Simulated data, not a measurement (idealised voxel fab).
Process module heading - voxel ribs on slabs
Shown is cross-section cut, with a width of 250 nm and square cells of size 5 nm.
Square cells in a grid make up a cross-section in this document, and the grid is given as bands, listed from the top down, each one or more rows of cells. Top, bottom (nm), then materials left to right with widths (nm); lone material tagged "everywhere" fills the whole band edge to edge; "empty" = empty space. A quick word on heights: they are counted from 0, and under that level the wafer as it came to us is one material throughout. The lowest band is different from the rest in having no bottom; it simply continues downward, written as in "0 down". Quick explanation for "30->40": the width changes in equal steps down the rows of cells, from the first number in the band's top row to the second number in its bottom row. No cell of the cross-section changed in a step that is given as "no change occurred". This entry, "Closed cavities", enumerates those empty regions of no fewer than 8 cells that possess no open connection to the top. Each region is reported in the form width x height at distance, the distance being taken from the left edge, with all three quantities expressed in nm. Post-settings text on a step line: simulator's own remark regarding the step. The "overlay nm" setting may appear on a step's line; for a step that uses a mask, it gives how far to the right of its planned position the mask lay, and a negative value indicates the left.
## So here's the lineup of process steps we planned
1,RECEIVE,material Si
2,DIRECTIONAL_DEP,material SiO2,thk nm 25
3,DIRECTIONAL_DEP,material polySi,thk nm 15
4,DIRECTIONAL_DEP,material aC,thk nm 15
5,PATTERN,tone cover,mask id RIB,material resist,width nm 20,thk nm 35,overlay nm 0
6,DIRECTIONAL_ETCH,etch materials aC,depth nm 15
7,STRIP,etch materials resist
8,DIRECTIONAL_ETCH,etch materials polySi,depth nm 10
9,STRIP,etch materials aC
10,PATTERN,tone cover,mask id SLAB,material resist,width nm 50,thk nm 15,overlay nm 0
11,DIRECTIONAL_ETCH,etch materials polySi,depth nm 5
12,STRIP,etch materials resist
13,FILL_DEP,material SiO2,thk nm 30
14,CMP,height nm 60
15,DIRECTIONAL_DEP,material W,thk nm 5
16,PATTERN,tone cover,mask id HEATER,material resist,width nm 30,thk nm 20,overlay nm 0
17,DIRECTIONAL_ETCH,etch materials W,depth nm 5
18,STRIP,etch materials resist
19,CONFORMAL_DEP,material SiN,thk nm 5
## Here's what the wafer looked like in cross-section when it arrived - that's after step 1
    0 down  Si everywhere
    Closed cavities: none
## Final cross-section, module run with one mistake (start and plan as above)
    70 to 65  105 of empty; 40 of SiN; 105 of empty
    65 to 60  110 of SiN; 30 of W; 110 of SiN
    60 to 15  SiO2 everywhere
    15 to 0  polySi everywhere
    0 down  Si everywhere
    Closed cavities: none
What was the processing mistake? steps 2 and 3 of the plan were each performed in the slot designated for the other
